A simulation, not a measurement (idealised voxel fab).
process module | voxel self aligned contacts
cross-section cut | 300 nm wide | cells 5 nm
A cross-section is a grid of square cells, given in bands from the top down. A band is one or more rows of cells.
Each band's line starts with the height of the band's top and of its bottom, in nm. Then come its materials from left to right, each with its width in nm. One material with "throughout" fills the band from edge to edge. "air" is empty space.
Height 0 is the level under which the wafer as received is all one material. The lowest band goes on downwards, as in "0 down".
A width such as "30 to 40" changes by the same amount from each row of cells to the next, from the band's top row to its bottom row.
"no change" after a step means that no cell of the cross-section changed.
closed voids: empty space of 8 cells or more with no open way to the top, each as width x height at its distance from the left edge, in nm
after a step's settings: what the simulator itself notes on the step
overlay nm, on a step with a mask: how far to the right of its planned place the mask lay; to the left if negative
plan
1 op RECEIVE | material Si
2 op OXIDIZE | depth nm 5
3 op DIRECTIONAL_DEP | material polySi | thk nm 30
4 op DIRECTIONAL_DEP | material SiN | thk nm 20
5 op DIRECTIONAL_DEP | material aC | thk nm 10
6 op PATTERN | tone cover | mask id GATE | material resist | width nm 25 | pitch nm 50 | thk nm 25 | overlay nm 0
7 op DIRECTIONAL_ETCH | etch materials aC | depth nm 10
8 op STRIP | etch materials resist
9 op DIRECTIONAL_ETCH | etch materials SiN | depth nm 20
10 op DIRECTIONAL_ETCH | etch materials polySi | depth nm 30
11 op STRIP | etch materials aC
12 op CONFORMAL_DEP | material SiN | thk nm 5
13 op DIRECTIONAL_ETCH | etch materials SiN | depth nm 5
14 op FILL_DEP | material SiO2 | thk nm 10
15 op CMP | height nm 55
16 op PATTERN | tone open | mask id CONTACT | material resist | width nm 35 | pitch nm 50 | thk nm 15 | overlay nm 0
17 op DIRECTIONAL_ETCH | etch materials SiO2 | depth nm 60
18 op STRIP | etch materials resist
19 op CONFORMAL_DEP | material TiN | thk nm 5
20 op FILL_DEP | material W | thk nm 5
21 op CMP | height nm 55
22 op CONFORMAL_DEP | material SiCN | thk nm 5
as received, after step 1
  0 down: Si throughout
  closed voids: none
a wafer at the end: this start, this plan, one mistake
  60 to 55: SiCN throughout
  55 to 50: SiO2 110 | TiN 10 | W 5 | TiN 10 | SiO2 25 | TiN 10 | W 5 | TiN 10 | SiO2 115
  50 to 30: SiO2 80 | SiN 35 | TiN 5 | W 5 | TiN 5 | SiN 35 | TiN 5 | W 5 | TiN 5 | SiN 35 | SiO2 85
  30 to 0: SiO2 80 | SiN 5 | polySi 25 | SiN 5 | TiN 5 | W 5 | TiN 5 | SiN 5 | polySi 25 | SiN 5 | TiN 5 | W 5 | TiN 5 | SiN 5 | polySi 25 | SiN 5 | SiO2 85
  0 to -5: SiO2 115 | TiN 15 | SiO2 35 | TiN 15 | SiO2 120
  -5 down: Si throughout
  closed voids: none
what went wrong: step 16 ran as: op PATTERN | tone open | mask id CONTACT | material resist | width nm 25 | pitch nm 50 | thk nm 15 | overlay nm 0
